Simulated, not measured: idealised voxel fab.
The following process module bears the name voxel quadruple lines.
We display cut, a cross-section 170 nm in width whose square cells are each 5 nm.
Cross-section format: a grid of square cells, given as bands from top to bottom; each band is one or more rows of cells. Top height, bottom height, nm. Materials left to right, width each, nm. Single material + "all across" = fills band edge to edge. "empty" = empty. Height is counted from the level 0, under which the received wafer is composed throughout of one material. The lowest of the bands is not closed at the bottom but continues downward, in the notation "from 0 down". The expression "30..40" gives the width at the extremes of the band, the first number at its top row of cells and the second at its bottom row, with the width changing by equal amounts from each row to the next in between. Any step labelled "everything unchanged" changed none of the cells in the cross-section. Look at "Closed void listing" for the closed voids: empty spaces with no open path to the top, sized 8 cells or up. Each is width x height at distance, distance from the left edge, all nm. The remark found on a step's line after its settings is issued by the simulator itself and pertains to that step. overlay nm: mask right of planned place by this much (step with mask). Neg. = left.

### Planned process steps
- 1: RECEIVE (material Si)
- 2: CONFORMAL_DEP (material Al2O3; thk nm 10)
- 3: DIRECTIONAL_DEP (material Ru; thk nm 15)
- 4: DIRECTIONAL_DEP (material polySi; thk nm 20)
- 5: DIRECTIONAL_DEP (material aC; thk nm 25)
- 6: PATTERN (tone cover; mask id MANDREL; material resist; width nm 30; thk nm 30; overlay nm 0)
- 7: DIRECTIONAL_ETCH (etch materials aC; depth nm 25)
- 8: STRIP (etch materials resist)
- 9: CONFORMAL_DEP (material SiO2; thk nm 10)
- 10: DIRECTIONAL_ETCH (etch materials SiO2; depth nm 10)
- 11: STRIP (etch materials aC)
- 12: DIRECTIONAL_ETCH (etch materials polySi; depth nm 20)
- 13: STRIP (etch materials SiO2)
- 14: CONFORMAL_DEP (material SiN; thk nm 10)
- 15: DIRECTIONAL_ETCH (etch materials SiN; depth nm 10)
- 16: STRIP (etch materials polySi)
- 17: DIRECTIONAL_ETCH (etch materials Ru; depth nm 15)
- 18: STRIP (etch materials SiN)
- 19: FILL_DEP (material SiO2; thk nm 10)
- 20: CMP (height nm 25)

### First wafer, two in total, run as planned

### Wafer at receipt (post step 1), cross-section
> from 0 down | Si all across
> Closed void listing: none

### Wafer after step 2 (cross-section)
> from 10 to 0 | Al2O3 all across
> Unchanged below 0.

### Wafer after step 3 (cross-section)
> from 25 to 10 | Ru all across
> Unchanged below 10.

### Wafer after step 4 (cross-section)
> from 45 to 25 | polySi all across
> Unchanged below 25.

### Wafer after step 5 (cross-section)
> from 70 to 45 | aC all across
> Unchanged below 45.

### Wafer after step 6 (cross-section)
> from 100 to 70 | empty: 70; resist: 30; empty: 70
> Unchanged below 70.

### Wafer after step 7 (cross-section)
> from 75 to 70 | empty: 70; resist: 30; empty: 70
> from 70 to 45 | empty: 70; aC: 30; empty: 70
> Unchanged below 45.

### Wafer after step 8 (cross-section)
> from 70 to 45 | empty: 70; aC: 30; empty: 70
> Unchanged below 45.

### Wafer after step 9 (cross-section)
> from 80 to 70 | empty: 60; SiO2: 50; empty: 60
> from 70 to 55 | empty: 60; SiO2: 10; aC: 30; SiO2: 10; empty: 60
> from 55 to 45 | SiO2: 70; aC: 30; SiO2: 70
> Unchanged below 45.

### Wafer after step 10 (cross-section)
> from 70 to 45 | empty: 60; SiO2: 10; aC: 30; SiO2: 10; empty: 60
> Unchanged below 45.

### Wafer after step 11 (cross-section)
> from 70 to 45 | empty: 60; SiO2: 10; empty: 30; SiO2: 10; empty: 60
> Unchanged below 45.

### Wafer after step 12 (cross-section)
> from 70 to 45 | empty: 60; SiO2: 10; empty: 30; SiO2: 10; empty: 60
> from 45 to 25 | empty: 60; polySi: 10; empty: 30; polySi: 10; empty: 60
> Unchanged below 25.

### Wafer after step 13 (cross-section)
> from 45 to 25 | empty: 60; polySi: 10; empty: 30; polySi: 10; empty: 60
> Unchanged below 25.

### Wafer after step 14 (cross-section)
> from 55 to 45 | empty: 50; SiN: 30; empty: 10; SiN: 30; empty: 50
> from 45 to 35 | empty: 50; SiN: 10; polySi: 10; SiN: 10; empty: 10; SiN: 10; polySi: 10; SiN: 10; empty: 50
> from 35 to 25 | SiN: 60; polySi: 10; SiN: 30; polySi: 10; SiN: 60
> Unchanged below 25.

### Wafer after step 15 (cross-section)
> from 45 to 25 | empty: 50; SiN: 10; polySi: 10; SiN: 10; empty: 10; SiN: 10; polySi: 10; SiN: 10; empty: 50
> Unchanged below 25.

### Wafer after step 16 (cross-section)
> from 45 to 25 | empty: 50; SiN: 10; empty: 10; SiN: 10; empty: 10; SiN: 10; empty: 10; SiN: 10; empty: 50
> Unchanged below 25.

### Wafer after step 17 (cross-section)
> from 45 to 25 | empty: 50; SiN: 10; empty: 10; SiN: 10; empty: 10; SiN: 10; empty: 10; SiN: 10; empty: 50
> from 25 to 10 | empty: 50; Ru: 10; empty: 10; Ru: 10; empty: 10; Ru: 10; empty: 10; Ru: 10; empty: 50
> Unchanged below 10.

### Wafer after step 18 (cross-section)
> from 25 to 10 | empty: 50; Ru: 10; empty: 10; Ru: 10; empty: 10; Ru: 10; empty: 10; Ru: 10; empty: 50
> Unchanged below 10.

### Wafer after step 19 (cross-section)
> from 35 to 25 | SiO2 all across
> from 25 to 10 | SiO2: 50; Ru: 10; SiO2: 10; Ru: 10; SiO2: 10; Ru: 10; SiO2: 10; Ru: 10; SiO2: 50
> Unchanged below 10.

### Wafer after step 20 (cross-section)
> from 25 to 10 | SiO2: 50; Ru: 10; SiO2: 10; Ru: 10; SiO2: 10; Ru: 10; SiO2: 10; Ru: 10; SiO2: 50
> Unchanged below 10.

### The second wafer: identical to the first at the outset and in its planned sequence, differing only in that one mistake was made during processing; up to and including step 1, its path is the first wafer's path

### Second wafer, section view, time point: scheduled end of step 2
> from 15 to 0 | Ru all across
> Unchanged below 0.

### Second wafer, section view, time point: scheduled end of step 3
> from 25 to 15 | Al2O3 all across
> Unchanged below 15.

### Second wafer, section view, time point: scheduled end of step 4
> from 45 to 25 | polySi all across
> Unchanged below 25.

### Second wafer, section view, time point: scheduled end of step 5
> from 70 to 45 | aC all across
> Unchanged below 45.

### Second wafer, section view, time point: scheduled end of step 6
> from 100 to 70 | empty: 70; resist: 30; empty: 70
> Unchanged below 70.

### Second wafer, section view, time point: scheduled end of step 7
> from 75 to 70 | empty: 70; resist: 30; empty: 70
> from 70 to 45 | empty: 70; aC: 30; empty: 70
> Unchanged below 45.

### Second wafer, section view, time point: scheduled end of step 8
> from 70 to 45 | empty: 70; aC: 30; empty: 70
> Unchanged below 45.

### Second wafer, section view, time point: scheduled end of step 9
> from 80 to 70 | empty: 60; SiO2: 50; empty: 60
> from 70 to 55 | empty: 60; SiO2: 10; aC: 30; SiO2: 10; empty: 60
> from 55 to 45 | SiO2: 70; aC: 30; SiO2: 70
> Unchanged below 45.

### Second wafer, section view, time point: scheduled end of step 10
> from 70 to 45 | empty: 60; SiO2: 10; aC: 30; SiO2: 10; empty: 60
> Unchanged below 45.

### Second wafer, section view, time point: scheduled end of step 11
> from 70 to 45 | empty: 60; SiO2: 10; empty: 30; SiO2: 10; empty: 60
> Unchanged below 45.

### Second wafer, section view, time point: scheduled end of step 12
> from 70 to 45 | empty: 60; SiO2: 10; empty: 30; SiO2: 10; empty: 60
> from 45 to 25 | empty: 60; polySi: 10; empty: 30; polySi: 10; empty: 60
> Unchanged below 25.

### Second wafer, section view, time point: scheduled end of step 13
> from 45 to 25 | empty: 60; polySi: 10; empty: 30; polySi: 10; empty: 60
> Unchanged below 25.

### Second wafer, section view, time point: scheduled end of step 14
> from 55 to 45 | empty: 50; SiN: 30; empty: 10; SiN: 30; empty: 50
> from 45 to 35 | empty: 50; SiN: 10; polySi: 10; SiN: 10; empty: 10; SiN: 10; polySi: 10; SiN: 10; empty: 50
> from 35 to 25 | SiN: 60; polySi: 10; SiN: 30; polySi: 10; SiN: 60
> Unchanged below 25.

### Second wafer, section view, time point: scheduled end of step 15
> from 45 to 25 | empty: 50; SiN: 10; polySi: 10; SiN: 10; empty: 10; SiN: 10; polySi: 10; SiN: 10; empty: 50
> Unchanged below 25.

### Second wafer, section view, time point: scheduled end of step 16
> from 45 to 25 | empty: 50; SiN: 10; empty: 10; SiN: 10; empty: 10; SiN: 10; empty: 10; SiN: 10; empty: 50
> Unchanged below 25.

Second wafer, section view, time point: scheduled end of step 17: everything unchanged

### Second wafer, section view, time point: scheduled end of step 18
> from 25 to 15 | Al2O3 all across
> Unchanged below 15.

### Second wafer, section view, time point: scheduled end of step 19
> from 35 to 25 | SiO2 all across
> Unchanged below 25.

### Second wafer, section view, time point: scheduled end of step 20
> from 25 to 15 | Al2O3 all across
> Unchanged below 15.
what went wrong: it was found that steps 2 and 3 of the process plan had been performed in exchanged positions
Final comparison by cell count, materials where the second wafer has more or fewer than the first: Ru +78; SiO2 -78
